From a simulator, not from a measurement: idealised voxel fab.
Title: Process Module voxel trench capacitor
Square cell edge 5 nm, section width 295 nm, ID cut.
Cross-sections here: square-cell grids, written as top-down lists of bands, a band being one or more rows of cells.
Top height, bottom height, nm. Materials left to right, width each, nm. Single material + "all across" = fills band edge to edge. "blank" = empty.
The level at which height equals 0 is the one under which the wafer, as it arrives, is entirely one material. No lower edge exists for the bottom band, which continues downward and is notated as in "0 -> down".
A width given as "30->40" starts at the first number in the band's top row and ends at the second number in its bottom row, shifting by an equal amount at every step from row to row.
Step note "identical to before" = no cross-section cell changed.
Closed empty spaces (no open way to the top) of 8 cells or more are what "Sealed void listing" lists, each as width x height at distance from the left edge, nm for all three.
On a step's line, text after the settings is the simulator commenting on that step.
The "overlay nm" setting may appear on a step's line; for a step that uses a mask, it gives how far to the right of its planned position the mask lay, and a negative value indicates the left.

Steps in the process plan:
| 1 | op RECEIVE | material Si |
| 2 | op CONFORMAL_DEP | material SiN | thk nm 10 |
| 3 | op DIRECTIONAL_DEP | material aC | thk nm 10 |
| 4 | op PATTERN | tone open | mask id TRENCH | material resist | width nm 25 | pitch nm 45 | thk nm 30 | overlay nm 0 |
| 5 | op DIRECTIONAL_ETCH | etch materials aC | depth nm 10 |
| 6 | op STRIP | etch materials resist |
| 7 | op DIRECTIONAL_ETCH | etch materials SiN | depth nm 10 |
| 8 | op DIRECTIONAL_ETCH | etch materials Si | depth nm 30 |
| 9 | op STRIP | etch materials aC |
| 10 | op CONFORMAL_DEP | material Al2O3 | thk nm 5 |
| 11 | op FILL_DEP | material polySi | thk nm 5 |
| 12 | op CMP | height nm 10 |

Incoming wafer in cross-section (state: after step 1):
	0 -> down | Si all across
	Sealed void listing: none

First wafer at the end, as planned:
	10 -> 0 | SiN 65 nm, then Al2O3 5 nm, then polySi 15 nm, then Al2O3 5 nm, then SiN 20 nm, then Al2O3 5 nm, then polySi 15 nm, then Al2O3 5 nm, then SiN 20 nm, then Al2O3 5 nm, then polySi 15 nm, then Al2O3 5 nm, then SiN 20 nm, then Al2O3 5 nm, then polySi 15 nm, then Al2O3 5 nm, then SiN 70 nm
	0 -> -25 | Si 65 nm, then Al2O3 5 nm, then polySi 15 nm, then Al2O3 5 nm, then Si 20 nm, then Al2O3 5 nm, then polySi 15 nm, then Al2O3 5 nm, then Si 20 nm, then Al2O3 5 nm, then polySi 15 nm, then Al2O3 5 nm, then Si 20 nm, then Al2O3 5 nm, then polySi 15 nm, then Al2O3 5 nm, then Si 70 nm
	-25 -> -30 | Si 65 nm, then Al2O3 25 nm, then Si 20 nm, then Al2O3 25 nm, then Si 20 nm, then Al2O3 25 nm, then Si 20 nm, then Al2O3 25 nm, then Si 70 nm
	-30 -> down | Si all across
	Sealed void listing: none

Wafer two cross-section, module end. Start and plan unchanged from wafer one; one mistake made during the run:
	10 -> 0 | SiN 65 nm, then Al2O3 5 nm, then polySi 15 nm, then Al2O3 5 nm, then SiN 20 nm, then Al2O3 5 nm, then polySi 15 nm, then Al2O3 5 nm, then SiN 20 nm, then Al2O3 5 nm, then polySi 15 nm, then Al2O3 5 nm, then SiN 20 nm, then Al2O3 5 nm, then polySi 15 nm, then Al2O3 5 nm, then SiN 70 nm
	0 -> -15 | Si 65 nm, then Al2O3 5 nm, then polySi 15 nm, then Al2O3 5 nm, then Si 20 nm, then Al2O3 5 nm, then polySi 15 nm, then Al2O3 5 nm, then Si 20 nm, then Al2O3 5 nm, then polySi 15 nm, then Al2O3 5 nm, then Si 20 nm, then Al2O3 5 nm, then polySi 15 nm, then Al2O3 5 nm, then Si 70 nm
	-15 -> -20 | Si 65 nm, then Al2O3 25 nm, then Si 20 nm, then Al2O3 25 nm, then Si 20 nm, then Al2O3 25 nm, then Si 20 nm, then Al2O3 25 nm, then Si 70 nm
	-20 -> down | Si all across
	Sealed void listing: none
So what did we get wrong on this run? step 8 ran with different settings than intended, the actual operation and settings being op DIRECTIONAL_ETCH | etch materials Si | depth nm 20
Final tally in cells, some materials are higher or lower on the second wafer than on the first: -16 Al2O3 | +40 Si | -24 polySi
